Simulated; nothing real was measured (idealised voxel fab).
process module | voxel self aligned vias
cross-section cut | 290 nm wide | cells 5 nm
A cross-section is a grid of square cells, given in bands from the top down. A band is one or more rows of cells.
Each band's line starts with the height of the band's top and of its bottom, in nm. Then come its materials from left to right, each with its width in nm. One material with "throughout" fills the band from edge to edge. "air" is empty space.
Height 0 is the level under which the wafer as received is all one material. The lowest band goes on downwards, as in "0 down".
A width such as "30 to 40" changes by the same amount from each row of cells to the next, from the band's top row to its bottom row.
"no change" after a step means that no cell of the cross-section changed.
closed voids: empty space of 8 cells or more with no open way to the top, each as width x height at its distance from the left edge, in nm
after a step's settings: what the simulator itself notes on the step
overlay nm, on a step with a mask: how far to the right of its planned place the mask lay; to the left if negative
plan
1 op RECEIVE | material Si
2 op CONFORMAL_DEP | material SiO2 | thk nm 15
3 op CONFORMAL_DEP | material SiCN | thk nm 5
4 op DIRECTIONAL_DEP | material SiO2 | thk nm 20
5 op PATTERN | tone open | mask id LINES | material resist | width nm 30 | pitch nm 70 | thk nm 15 | overlay nm 0
6 op DIRECTIONAL_ETCH | etch materials SiO2 | depth nm 20
7 op STRIP | etch materials resist
8 op CONFORMAL_DEP | material TiN | thk nm 5
9 op FILL_DEP | material W | thk nm 5
10 op CMP | height nm 40
11 op SELECTIVE_ETCH | etch materials W Ru TiN | depth nm 5
12 op FILL_DEP | material SiN | thk nm 5
13 op CMP | height nm 40
14 op DIRECTIONAL_DEP | material SiO2 | thk nm 20
15 op MASKED_ETCH | tone open | mask id VIAS | width nm 40 | pitch nm 70 | etch materials SiO2 | depth nm 20 | overlay nm 0
16 op MASKED_ETCH | tone open | mask id VIAS | width nm 40 | pitch nm 70 | etch materials SiN | depth nm 5 | overlay nm 0
17 op CONFORMAL_DEP | material TiN | thk nm 5
18 op FILL_DEP | material Cu | thk nm 5
19 op CMP | height nm 60
20 op CONFORMAL_DEP | material SiN | thk nm 5
as received, after step 1
  0 down: Si throughout
  closed voids: none
first wafer at the end, as planned
  65 to 60: SiN throughout
  60 to 45: SiO2 55 | TiN 5 | Cu 30 | TiN 5 | SiO2 30 | TiN 5 | Cu 30 | TiN 5 | SiO2 30 | TiN 5 | Cu 30 | TiN 5 | SiO2 55
  45 to 40: SiO2 55 | TiN 10 | Cu 20 | TiN 10 | SiO2 30 | TiN 10 | Cu 20 | TiN 10 | SiO2 30 | TiN 10 | Cu 20 | TiN 10 | SiO2 55
  40 to 35: SiO2 60 | TiN 30 | SiO2 40 | TiN 30 | SiO2 40 | TiN 30 | SiO2 60
  35 to 25: SiO2 60 | TiN 5 | W 20 | TiN 5 | SiO2 40 | TiN 5 | W 20 | TiN 5 | SiO2 40 | TiN 5 | W 20 | TiN 5 | SiO2 60
  25 to 20: SiO2 60 | TiN 30 | SiO2 40 | TiN 30 | SiO2 40 | TiN 30 | SiO2 60
  20 to 15: SiCN throughout
  15 to 0: SiO2 throughout
  0 down: Si throughout
  closed voids: none
second wafer at the end: like start, like plan, one mistake
  65 to 60: SiN throughout
  60 to 45: SiO2 55 | TiN 5 | Cu 30 | TiN 5 | SiO2 30 | TiN 5 | Cu 30 | TiN 5 | SiO2 30 | TiN 5 | Cu 30 | TiN 5 | SiO2 55
  45 to 40: SiO2 55 | TiN 10 | Cu 20 | TiN 10 | SiO2 30 | TiN 10 | Cu 20 | TiN 10 | SiO2 30 | TiN 10 | Cu 20 | TiN 10 | SiO2 55
  40 to 35: SiO2 60 | TiN 30 | SiO2 40 | TiN 30 | SiO2 40 | TiN 30 | SiO2 60
  35 to 25: SiO2 60 | TiN 5 | W 20 | TiN 5 | SiO2 40 | TiN 5 | W 20 | TiN 5 | SiO2 40 | TiN 5 | W 20 | TiN 5 | SiO2 60
  25 to 20: SiO2 60 | TiN 30 | SiO2 40 | TiN 30 | SiO2 40 | TiN 30 | SiO2 60
  20 to 5: SiO2 throughout
  5 to 0: SiCN throughout
  0 down: Si throughout
  closed voids: none
what went wrong: steps 2 and 3 were swapped
at the end the second wafer has, in cells: as many of each material as the first, in other places
